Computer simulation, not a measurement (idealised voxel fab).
Name of the process module below: voxel gate over fins
Pictured: cross-section cut, 200 nm wide, on a grid of 5 nm square cells.
A cross-section in this document is a grid of square cells, and it is written down as bands, the top band listed before the ones below it; a band is made up of one or more rows of cells.
Top height, bottom height, nm. Materials left to right, width each, nm. Single material + "everywhere" = fills band edge to edge. "empty" = empty.
Heights are expressed relative to 0, this being the level below which the as-received wafer comprises one material exclusively. The lowest band is unbounded in the downward direction and is denoted as in "0 and below".
A width such as "30 to 40" changes by the same amount from each row of cells to the next, from the band's top row to its bottom row.
Key: "identical to before" - step with no changed cell in the cross-section.
If an empty space has no open way to the top and is at least 8 cells in size, "Unvented voids" lists it, written width x height at distance, where distance is measured from the left edge and every value is in nm.
Anything after a step's settings on that line? It's the simulator's own note about the step.
"overlay nm" answers the question of how far to the right of plan the mask lay on a step that has a mask, and when it is negative the answer is to the left.

plan:
1: RECEIVE with material Si
2: CONFORMAL_DEP with material SiN, thk nm 5
3: PATTERN with tone cover, mask id FINS, material resist, width nm 15, pitch nm 50, thk nm 15, overlay nm 0
4: DIRECTIONAL_ETCH with etch materials SiN, depth nm 5
5: DIRECTIONAL_ETCH with etch materials Si, depth nm 30
6: STRIP with etch materials resist
7: FILL_DEP with material SiO2, thk nm 15
8: CMP with height nm 5
9: MASKED_ETCH with tone open, mask id RAIL, width nm 15, etch materials SiO2, depth nm 30, overlay nm 0
10: CONFORMAL_DEP with material TiN, thk nm 5
11: FILL_DEP with material W, thk nm 5
12: CMP with height nm 5
13: SELECTIVE_ETCH with etch materials W Ru TiN, depth nm 25
14: FILL_DEP with material SiO2, thk nm 5
15: CMP with height nm 5
16: SELECTIVE_ETCH with etch materials SiO2, depth nm 15
17: STRIP with etch materials SiN
18: CONFORMAL_DEP with material HfO2, thk nm 5
19: CONFORMAL_DEP with material TiN, thk nm 5
20: FILL_DEP with material W, thk nm 15
21: CMP with height nm 20
22: CONFORMAL_DEP with material SiN, thk nm 5

First wafer out of two, processed as planned:

Wafer cross-section on receipt, i.e. after step 1:
* 0 and below: Si everywhere
* Unvented voids: none

The wafer, seen in cross-section, after step 2:
* 5 down to 0: SiN everywhere
* Note: structure below 0 unchanged.

The wafer, seen in cross-section, after step 3:
* 20 down to 5: empty: 15; resist: 15; empty: 35; resist: 15; empty: 35; resist: 15; empty: 35; resist: 15; empty: 20
* Note: structure below 5 unchanged.

The wafer, seen in cross-section, after step 4:
* 20 down to 5: empty: 15; resist: 15; empty: 35; resist: 15; empty: 35; resist: 15; empty: 35; resist: 15; empty: 20
* 5 down to 0: empty: 15; SiN: 15; empty: 35; SiN: 15; empty: 35; SiN: 15; empty: 35; SiN: 15; empty: 20
* Note: structure below 0 unchanged.

The wafer, seen in cross-section, after step 5:
* 20 down to 5: empty: 15; resist: 15; empty: 35; resist: 15; empty: 35; resist: 15; empty: 35; resist: 15; empty: 20
* 5 down to 0: empty: 15; SiN: 15; empty: 35; SiN: 15; empty: 35; SiN: 15; empty: 35; SiN: 15; empty: 20
* 0 down to -30: empty: 15; Si: 15; empty: 35; Si: 15; empty: 35; Si: 15; empty: 35; Si: 15; empty: 20
* Note: structure below -30 unchanged.

The wafer, seen in cross-section, after step 6:
* 5 down to 0: empty: 15; SiN: 15; empty: 35; SiN: 15; empty: 35; SiN: 15; empty: 35; SiN: 15; empty: 20
* Note: structure below 0 unchanged.

The wafer, seen in cross-section, after step 7:
* 20 down to 5: SiO2 everywhere
* 5 down to 0: SiO2: 15; SiN: 15; SiO2: 35; SiN: 15; SiO2: 35; SiN: 15; SiO2: 35; SiN: 15; SiO2: 20
* 0 down to -30: SiO2: 15; Si: 15; SiO2: 35; Si: 15; SiO2: 35; Si: 15; SiO2: 35; Si: 15; SiO2: 20
* Note: structure below -30 unchanged.

The wafer, seen in cross-section, after step 8:
* 5 down to 0: SiO2: 15; SiN: 15; SiO2: 35; SiN: 15; SiO2: 35; SiN: 15; SiO2: 35; SiN: 15; SiO2: 20
* Note: structure below 0 unchanged.

The wafer, seen in cross-section, after step 9:
* 5 down to 0: SiO2: 15; SiN: 15; SiO2: 10; empty: 15; SiO2: 10; SiN: 15; SiO2: 35; SiN: 15; SiO2: 35; SiN: 15; SiO2: 20
* 0 down to -25: SiO2: 15; Si: 15; SiO2: 10; empty: 15; SiO2: 10; Si: 15; SiO2: 35; Si: 15; SiO2: 35; Si: 15; SiO2: 20
* Note: structure below -25 unchanged.

The wafer, seen in cross-section, after step 10:
* 10 down to 5: TiN: 45; empty: 5; TiN: 150
* 5 down to 0: SiO2: 15; SiN: 15; SiO2: 10; TiN: 5; empty: 5; TiN: 5; SiO2: 10; SiN: 15; SiO2: 35; SiN: 15; SiO2: 35; SiN: 15; SiO2: 20
* 0 down to -20: SiO2: 15; Si: 15; SiO2: 10; TiN: 5; empty: 5; TiN: 5; SiO2: 10; Si: 15; SiO2: 35; Si: 15; SiO2: 35; Si: 15; SiO2: 20
* -20 down to -25: SiO2: 15; Si: 15; SiO2: 10; TiN: 15; SiO2: 10; Si: 15; SiO2: 35; Si: 15; SiO2: 35; Si: 15; SiO2: 20
* Note: structure below -25 unchanged.

The wafer, seen in cross-section, after step 11:
* 15 down to 10: W everywhere
* 10 down to 5: TiN: 45; W: 5; TiN: 150
* 5 down to 0: SiO2: 15; SiN: 15; SiO2: 10; TiN: 5; W: 5; TiN: 5; SiO2: 10; SiN: 15; SiO2: 35; SiN: 15; SiO2: 35; SiN: 15; SiO2: 20
* 0 down to -20: SiO2: 15; Si: 15; SiO2: 10; TiN: 5; W: 5; TiN: 5; SiO2: 10; Si: 15; SiO2: 35; Si: 15; SiO2: 35; Si: 15; SiO2: 20
* Note: structure below -20 unchanged.

The wafer, seen in cross-section, after step 12:
* 5 down to 0: SiO2: 15; SiN: 15; SiO2: 10; TiN: 5; W: 5; TiN: 5; SiO2: 10; SiN: 15; SiO2: 35; SiN: 15; SiO2: 35; SiN: 15; SiO2: 20
* Note: structure below 0 unchanged.

The wafer, seen in cross-section, after step 13:
* 5 down to 0: SiO2: 15; SiN: 15; SiO2: 10; empty: 15; SiO2: 10; SiN: 15; SiO2: 35; SiN: 15; SiO2: 35; SiN: 15; SiO2: 20
* 0 down to -20: SiO2: 15; Si: 15; SiO2: 10; empty: 15; SiO2: 10; Si: 15; SiO2: 35; Si: 15; SiO2: 35; Si: 15; SiO2: 20
* Note: structure below -20 unchanged.

The wafer, seen in cross-section, after step 14:
* 10 down to 5: SiO2 everywhere
* 5 down to 0: SiO2: 15; SiN: 15; SiO2: 35; SiN: 15; SiO2: 35; SiN: 15; SiO2: 35; SiN: 15; SiO2: 20
* 0 down to -20: SiO2: 15; Si: 15; SiO2: 35; Si: 15; SiO2: 35; Si: 15; SiO2: 35; Si: 15; SiO2: 20
* Note: structure below -20 unchanged.

The wafer, seen in cross-section, after step 15:
* 5 down to 0: SiO2: 15; SiN: 15; SiO2: 35; SiN: 15; SiO2: 35; SiN: 15; SiO2: 35; SiN: 15; SiO2: 20
* Note: structure below 0 unchanged.

The wafer, seen in cross-section, after step 16:
* 5 down to 0: empty: 15; SiN: 15; empty: 35; SiN: 15; empty: 35; SiN: 15; empty: 35; SiN: 15; empty: 20
* 0 down to -10: empty: 15; Si: 15; empty: 35; Si: 15; empty: 35; Si: 15; empty: 35; Si: 15; empty: 20
* Note: structure below -10 unchanged.

The wafer, seen in cross-section, after step 17:
* 0 down to -10: empty: 15; Si: 15; empty: 35; Si: 15; empty: 35; Si: 15; empty: 35; Si: 15; empty: 20
* Note: structure below -10 unchanged.

The wafer, seen in cross-section, after step 18:
* 5 down to 0: empty: 10; HfO2: 25; empty: 25; HfO2: 25; empty: 25; HfO2: 25; empty: 25; HfO2: 25; empty: 15
* 0 down to -5: empty: 10; HfO2: 5; Si: 15; HfO2: 5; empty: 25; HfO2: 5; Si: 15; HfO2: 5; empty: 25; HfO2: 5; Si: 15; HfO2: 5; empty: 25; HfO2: 5; Si: 15; HfO2: 5; empty: 15
* -5 down to -10: HfO2: 15; Si: 15; HfO2: 35; Si: 15; HfO2: 35; Si: 15; HfO2: 35; Si: 15; HfO2: 20
* Note: structure below -10 unchanged.

The wafer, seen in cross-section, after step 19:
* 10 down to 5: empty: 5; TiN: 35; empty: 15; TiN: 35; empty: 15; TiN: 35; empty: 15; TiN: 35; empty: 10
* 5 down to 0: empty: 5; TiN: 5; HfO2: 25; TiN: 5; empty: 15; TiN: 5; HfO2: 25; TiN: 5; empty: 15; TiN: 5; HfO2: 25; TiN: 5; empty: 15; TiN: 5; HfO2: 25; TiN: 5; empty: 10
* 0 down to -5: TiN: 10; HfO2: 5; Si: 15; HfO2: 5; TiN: 25; HfO2: 5; Si: 15; HfO2: 5; TiN: 25; HfO2: 5; Si: 15; HfO2: 5; TiN: 25; HfO2: 5; Si: 15; HfO2: 5; TiN: 15
* Note: structure below -5 unchanged.

The wafer, seen in cross-section, after step 20:
* 25 down to 10: W everywhere
* 10 down to 5: W: 5; TiN: 35; W: 15; TiN: 35; W: 15; TiN: 35; W: 15; TiN: 35; W: 10
* 5 down to 0: W: 5; TiN: 5; HfO2: 25; TiN: 5; W: 15; TiN: 5; HfO2: 25; TiN: 5; W: 15; TiN: 5; HfO2: 25; TiN: 5; W: 15; TiN: 5; HfO2: 25; TiN: 5; W: 10
* Note: structure below 0 unchanged.

The wafer, seen in cross-section, after step 21:
* 20 down to 10: W everywhere
* Note: structure below 10 unchanged.

The wafer, seen in cross-section, after step 22:
* 25 down to 20: SiN everywhere
* Note: structure below 20 unchanged.

Notes, second wafer: start = first wafer's, plan = first wafer's, execution had one mistake; history identical to first through step 4:

What the second wafer looks like in cross-section when step 5 should have wrapped up:
* 20 down to 5: empty: 15; resist: 15; empty: 35; resist: 15; empty: 35; resist: 15; empty: 35; resist: 15; empty: 20
* 5 down to 0: empty: 15; SiN: 15; empty: 35; SiN: 15; empty: 35; SiN: 15; empty: 35; SiN: 15; empty: 20
* 0 down to -60: empty: 15; Si: 15; empty: 35; Si: 15; empty: 35; Si: 15; empty: 35; Si: 15; empty: 20
* Note: structure below -60 unchanged.

What the second wafer looks like in cross-section when step 6 should have wrapped up:
* 5 down to 0: empty: 15; SiN: 15; empty: 35; SiN: 15; empty: 35; SiN: 15; empty: 35; SiN: 15; empty: 20
* Note: structure below 0 unchanged.

What the second wafer looks like in cross-section when step 7 should have wrapped up:
* 20 down to 5: SiO2 everywhere
* 5 down to 0: SiO2: 15; SiN: 15; SiO2: 35; SiN: 15; SiO2: 35; SiN: 15; SiO2: 35; SiN: 15; SiO2: 20
* 0 down to -60: SiO2: 15; Si: 15; SiO2: 35; Si: 15; SiO2: 35; Si: 15; SiO2: 35; Si: 15; SiO2: 20
* Note: structure below -60 unchanged.

What the second wafer looks like in cross-section when step 8 should have wrapped up:
* 5 down to 0: SiO2: 15; SiN: 15; SiO2: 35; SiN: 15; SiO2: 35; SiN: 15; SiO2: 35; SiN: 15; SiO2: 20
* Note: structure below 0 unchanged.

What the second wafer looks like in cross-section when step 9 should have wrapped up:
* 5 down to 0: SiO2: 15; SiN: 15; SiO2: 10; empty: 15; SiO2: 10; SiN: 15; SiO2: 35; SiN: 15; SiO2: 35; SiN: 15; SiO2: 20
* 0 down to -25: SiO2: 15; Si: 15; SiO2: 10; empty: 15; SiO2: 10; Si: 15; SiO2: 35; Si: 15; SiO2: 35; Si: 15; SiO2: 20
* Note: structure below -25 unchanged.

What the second wafer looks like in cross-section when step 10 should have wrapped up:
* 10 down to 5: TiN: 45; empty: 5; TiN: 150
* 5 down to 0: SiO2: 15; SiN: 15; SiO2: 10; TiN: 5; empty: 5; TiN: 5; SiO2: 10; SiN: 15; SiO2: 35; SiN: 15; SiO2: 35; SiN: 15; SiO2: 20
* 0 down to -20: SiO2: 15; Si: 15; SiO2: 10; TiN: 5; empty: 5; TiN: 5; SiO2: 10; Si: 15; SiO2: 35; Si: 15; SiO2: 35; Si: 15; SiO2: 20
* -20 down to -25: SiO2: 15; Si: 15; SiO2: 10; TiN: 15; SiO2: 10; Si: 15; SiO2: 35; Si: 15; SiO2: 35; Si: 15; SiO2: 20
* Note: structure below -25 unchanged.

What the second wafer looks like in cross-section when step 11 should have wrapped up:
* 15 down to 10: W everywhere
* 10 down to 5: TiN: 45; W: 5; TiN: 150
* 5 down to 0: SiO2: 15; SiN: 15; SiO2: 10; TiN: 5; W: 5; TiN: 5; SiO2: 10; SiN: 15; SiO2: 35; SiN: 15; SiO2: 35; SiN: 15; SiO2: 20
* 0 down to -20: SiO2: 15; Si: 15; SiO2: 10; TiN: 5; W: 5; TiN: 5; SiO2: 10; Si: 15; SiO2: 35; Si: 15; SiO2: 35; Si: 15; SiO2: 20
* Note: structure below -20 unchanged.

What the second wafer looks like in cross-section when step 12 should have wrapped up:
* 5 down to 0: SiO2: 15; SiN: 15; SiO2: 10; TiN: 5; W: 5; TiN: 5; SiO2: 10; SiN: 15; SiO2: 35; SiN: 15; SiO2: 35; SiN: 15; SiO2: 20
* Note: structure below 0 unchanged.

What the second wafer looks like in cross-section when step 13 should have wrapped up:
* 5 down to 0: SiO2: 15; SiN: 15; SiO2: 10; empty: 15; SiO2: 10; SiN: 15; SiO2: 35; SiN: 15; SiO2: 35; SiN: 15; SiO2: 20
* 0 down to -20: SiO2: 15; Si: 15; SiO2: 10; empty: 15; SiO2: 10; Si: 15; SiO2: 35; Si: 15; SiO2: 35; Si: 15; SiO2: 20
* Note: structure below -20 unchanged.

What the second wafer looks like in cross-section when step 14 should have wrapped up:
* 10 down to 5: SiO2 everywhere
* 5 down to 0: SiO2: 15; SiN: 15; SiO2: 35; SiN: 15; SiO2: 35; SiN: 15; SiO2: 35; SiN: 15; SiO2: 20
* 0 down to -20: SiO2: 15; Si: 15; SiO2: 35; Si: 15; SiO2: 35; Si: 15; SiO2: 35; Si: 15; SiO2: 20
* Note: structure below -20 unchanged.

What the second wafer looks like in cross-section when step 15 should have wrapped up:
* 5 down to 0: SiO2: 15; SiN: 15; SiO2: 35; SiN: 15; SiO2: 35; SiN: 15; SiO2: 35; SiN: 15; SiO2: 20
* Note: structure below 0 unchanged.

What the second wafer looks like in cross-section when step 16 should have wrapped up:
* 5 down to 0: empty: 15; SiN: 15; empty: 35; SiN: 15; empty: 35; SiN: 15; empty: 35; SiN: 15; empty: 20
* 0 down to -10: empty: 15; Si: 15; empty: 35; Si: 15; empty: 35; Si: 15; empty: 35; Si: 15; empty: 20
* Note: structure below -10 unchanged.

What the second wafer looks like in cross-section when step 17 should have wrapped up:
* 0 down to -10: empty: 15; Si: 15; empty: 35; Si: 15; empty: 35; Si: 15; empty: 35; Si: 15; empty: 20
* Note: structure below -10 unchanged.

What the second wafer looks like in cross-section when step 18 should have wrapped up:
* 5 down to 0: empty: 10; HfO2: 25; empty: 25; HfO2: 25; empty: 25; HfO2: 25; empty: 25; HfO2: 25; empty: 15
* 0 down to -5: empty: 10; HfO2: 5; Si: 15; HfO2: 5; empty: 25; HfO2: 5; Si: 15; HfO2: 5; empty: 25; HfO2: 5; Si: 15; HfO2: 5; empty: 25; HfO2: 5; Si: 15; HfO2: 5; empty: 15
* -5 down to -10: HfO2: 15; Si: 15; HfO2: 35; Si: 15; HfO2: 35; Si: 15; HfO2: 35; Si: 15; HfO2: 20
* Note: structure below -10 unchanged.

What the second wafer looks like in cross-section when step 19 should have wrapped up:
* 10 down to 5: empty: 5; TiN: 35; empty: 15; TiN: 35; empty: 15; TiN: 35; empty: 15; TiN: 35; empty: 10
* 5 down to 0: empty: 5; TiN: 5; HfO2: 25; TiN: 5; empty: 15; TiN: 5; HfO2: 25; TiN: 5; empty: 15; TiN: 5; HfO2: 25; TiN: 5; empty: 15; TiN: 5; HfO2: 25; TiN: 5; empty: 10
* 0 down to -5: TiN: 10; HfO2: 5; Si: 15; HfO2: 5; TiN: 25; HfO2: 5; Si: 15; HfO2: 5; TiN: 25; HfO2: 5; Si: 15; HfO2: 5; TiN: 25; HfO2: 5; Si: 15; HfO2: 5; TiN: 15
* Note: structure below -5 unchanged.

What the second wafer looks like in cross-section when step 20 should have wrapped up:
* 25 down to 10: W everywhere
* 10 down to 5: W: 5; TiN: 35; W: 15; TiN: 35; W: 15; TiN: 35; W: 15; TiN: 35; W: 10
* 5 down to 0: W: 5; TiN: 5; HfO2: 25; TiN: 5; W: 15; TiN: 5; HfO2: 25; TiN: 5; W: 15; TiN: 5; HfO2: 25; TiN: 5; W: 15; TiN: 5; HfO2: 25; TiN: 5; W: 10
* Note: structure below 0 unchanged.

What the second wafer looks like in cross-section when step 21 should have wrapped up:
* 20 down to 10: W everywhere
* Note: structure below 10 unchanged.

What the second wafer looks like in cross-section when step 22 should have wrapped up:
* 25 down to 20: SiN everywhere
* Note: structure below 20 unchanged.
Deviation noted in wafer processing: execution of plan step 5 occurred twice
At the finish, the second wafer shows more or fewer cells for some materials than the first does: 168 fewer of Si | 168 more of SiO2
